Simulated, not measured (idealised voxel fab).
Title: Process Module voxel tone inversion
Cross-section cut spans 170 nm and uses square cells 5 nm in size.
A cross-section is written here as square cells arranged in a grid, and it is given in bands from the top down, each band taking up one or more rows of cells.
Look at the band entry: it leads with the top's height and the bottom's height in nm. Then it lists the materials left to right, with a width in nm for each. The word "everywhere" on a single material says that material fills the band edge to edge. The word "air" is empty space.
The reference from which all heights are counted is 0, the level beneath which the as-received wafer is entirely one material; the lowest band, having no lower bound, proceeds downward and is written after the example "0 and below".
The expression "30 to 40" gives the width at the extremes of the band, the first number at its top row of cells and the second at its bottom row, with the width changing by equal amounts from each row to the next in between.
Where a step carries "no modifications", the cross-section came out of it unchanged, cell for cell.
Listed in "Unvented internal voids": every empty space of 8 or more cells without an open way to the top. Form: width x height at distance, the distance being from the left edge, all in nm.
If you see something after the settings on a step's line, that's the simulator's own remark about that step.
A step line may carry the setting "overlay nm", which, for steps involving a mask, states the distance by which the mask lay to the right of its intended position; negative values denote displacement to the left.
-- These are the steps we planned for the process
1: RECEIVE: material Si
2: CONFORMAL_DEP: material SiN, thk nm 10
3: DIRECTIONAL_DEP: material aC, thk nm 25
4: PATTERN: tone cover, mask id POSTS, material resist, width nm 25, pitch nm 40, thk nm 20, overlay nm 0
5: DIRECTIONAL_ETCH: etch materials aC, depth nm 25
6: STRIP: etch materials resist
7: FILL_DEP: material lowk, thk nm 10
8: CMP: height nm 35
9: STRIP: etch materials aC
10: CONFORMAL_DEP: material TiN, thk nm 5
11: FILL_DEP: material Ru, thk nm 10
12: CMP: height nm 35
13: CONFORMAL_DEP: material SiCN, thk nm 5
The plan's step 4 thk nm is the first wafer's value; the wafers differ in this setting and start identical.
-- Cross-section of the first incoming wafer of several, state after step 1
  0 and below = Si everywhere
  Unvented internal voids: none
-- End of module: cross-section of the first of several wafers after step 13, the last step
  40 down to 35 = SiCN everywhere
  35 down to 30 = lowk everywhere
  30 down to 10 = 30 of lowk, 25 of aC, 15 of lowk, 25 of aC, 15 of lowk, 25 of aC, 35 of lowk
  10 down to 0 = SiN everywhere
  0 and below = Si everywhere
  Unvented internal voids: none
-- End of module, last wafer sectioned
  40 down to 35 = SiCN everywhere
  35 down to 15 = 30 of lowk, 5 of TiN, 15 of Ru, 5 of TiN, 15 of lowk, 5 of TiN, 15 of Ru, 5 of TiN, 15 of lowk, 5 of TiN, 15 of Ru, 5 of TiN, 35 of lowk
  15 down to 10 = 30 of lowk, 25 of TiN, 15 of lowk, 25 of TiN, 15 of lowk, 25 of TiN, 35 of lowk
  10 down to 0 = SiN everywhere
  0 and below = Si everywhere
  Unvented internal voids: none
-- Note: the following table is arranged by wafer, a row apiece. Each row reports the end-of-module state: per material, cells gained (+) or cells lost (-) compared with the wafer as received; closed voids follow
thk nm 20, +34 SiCN, +68 SiN, +60 aC, +110 lowk, Unvented internal voids: none
thk nm 25, +36 Ru, +34 SiCN, +68 SiN, +39 TiN, +95 lowk, Unvented internal voids: none
thk nm 30, +36 Ru, +34 SiCN, +68 SiN, +39 TiN, +95 lowk, Unvented internal voids: none
thk nm 35, +36 Ru, +34 SiCN, +68 SiN, +39 TiN, +95 lowk, Unvented internal voids: none
thk nm 40, +36 Ru, +34 SiCN, +68 SiN, +39 TiN, +95 lowk, Unvented internal voids: none
thk nm 45, +36 Ru, +34 SiCN, +68 SiN, +39 TiN, +95 lowk, Unvented internal voids: none
